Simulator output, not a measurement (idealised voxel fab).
This section sets out a process module, namely voxel self aligned contacts.
Cross-section cut spans 160 nm and uses square cells 5 nm in size.
Cross-section layout: square cells on a grid; listed as bands, top to bottom; a band spans one or more cell rows. For a band, the entry starts with two heights in nm, that of the top and then that of the bottom, and carries on with the band's materials in order from left to right, each alongside its width in nm; the word "everywhere" beside a single material means it fills the band edge to edge, and "blank" means empty space. The level at which height equals 0 is the one under which the wafer, as it arrives, is entirely one material. No lower edge exists for the bottom band, which continues downward and is notated as in "0 nm and below". Read "30..40" as a graded width: first number on top, second number at the bottom, same change between each pair of neighbouring rows. It should be understood that the words "nothing different", when stated for a given step, signify that the cross-section underwent no change in any of its cells during that step. "Entrapped void list" enumerates empty spaces isolated from the top, with no open way to it, that contain at least 8 cells, giving each as width x height at distance from the left edge, all three in nm. Step line, after settings: the simulator's comment on this step. The "overlay nm" setting may appear on a step's line; for a step that uses a mask, it gives how far to the right of its planned position the mask lay, and a negative value indicates the left.

The planned process steps are enumerated hereunder
1. RECEIVE,material Si
2. OXIDIZE,depth nm 5
3. DIRECTIONAL_DEP,material polySi,thk nm 30
4. DIRECTIONAL_DEP,material SiN,thk nm 25
5. PATTERN,tone cover,mask id GATE,material resist,width nm 35,pitch nm 70,thk nm 20,overlay nm 0
6. DIRECTIONAL_ETCH,etch materials SiN,depth nm 25
7. DIRECTIONAL_ETCH,etch materials polySi,depth nm 30
8. STRIP,etch materials resist
9. CONFORMAL_DEP,material SiN,thk nm 10
10. DIRECTIONAL_ETCH,etch materials SiN,depth nm 10
11. FILL_DEP,material SiO2,thk nm 15
12. CMP,height nm 65
13. DIRECTIONAL_DEP,material aC,thk nm 15
14. PATTERN,tone open,mask id CONTACT,material resist,width nm 45,thk nm 35,overlay nm 0
15. DIRECTIONAL_ETCH,etch materials aC,depth nm 15
16. STRIP,etch materials resist
17. DIRECTIONAL_ETCH,etch materials SiO2,depth nm 70
18. STRIP,etch materials aC
19. CONFORMAL_DEP,material TiN,thk nm 5
20. FILL_DEP,material W,thk nm 10
21. CMP,height nm 65
22. CONFORMAL_DEP,material SiN,thk nm 5

Shown in cross-section is the wafer as received, that is, as it stands after step 1
* 0 nm and below: Si everywhere
* Entrapped void list: none

First wafer of two, sectioned at end of module; run went per plan
* 70 nm to 65 nm: SiN everywhere
* 65 nm to 55 nm: SiO2: 55 / TiN: 5..20 / W: 35..5 / TiN: 5..20 / SiO2: 60
* 55 nm to 30 nm: SiO2: 15 / SiN: 55 / TiN: 5 / W: 5 / TiN: 5 / SiN: 55 / SiO2: 20
* 30 nm to 0 nm: SiO2: 15 / SiN: 10 / polySi: 35 / SiN: 10 / TiN: 5 / W: 5 / TiN: 5 / SiN: 10 / polySi: 35 / SiN: 10 / SiO2: 20
* 0 nm to -5 nm: SiO2: 70 / TiN: 15 / SiO2: 75
* -5 nm and below: Si everywhere
* Entrapped void list: none

Second wafer through the module, sectioned at the end: same beginning and same plan as the first wafer, with one mistake in carrying it out
* 70 nm to 65 nm: SiN everywhere
* 65 nm to 60 nm: SiO2: 15 / SiN: 55 / TiN: 5 / W: 5 / TiN: 5 / SiN: 55 / SiO2: 20
* 60 nm to 35 nm: SiO2: 15 / SiN: 10 / polySi: 35 / SiN: 10 / TiN: 5 / W: 5 / TiN: 5 / SiN: 10 / polySi: 35 / SiN: 10 / SiO2: 20
* 35 nm to 30 nm: SiO2: 15 / SiN: 10 / polySi: 35 / SiN: 10 / TiN: 15 / SiN: 10 / polySi: 35 / SiN: 10 / SiO2: 20
* 30 nm to 0 nm: polySi everywhere
* 0 nm to -5 nm: SiO2 everywhere
* -5 nm and below: Si everywhere
* Entrapped void list: none
Nonconformance to the process plan: plan step 3 was twice executed
Wrapping up, a cell-based count of both wafers puts the second over or under the first for these materials: 88 fewer of SiN, 71 fewer of SiO2, 20 fewer of TiN, 13 fewer of W, 192 more of polySi
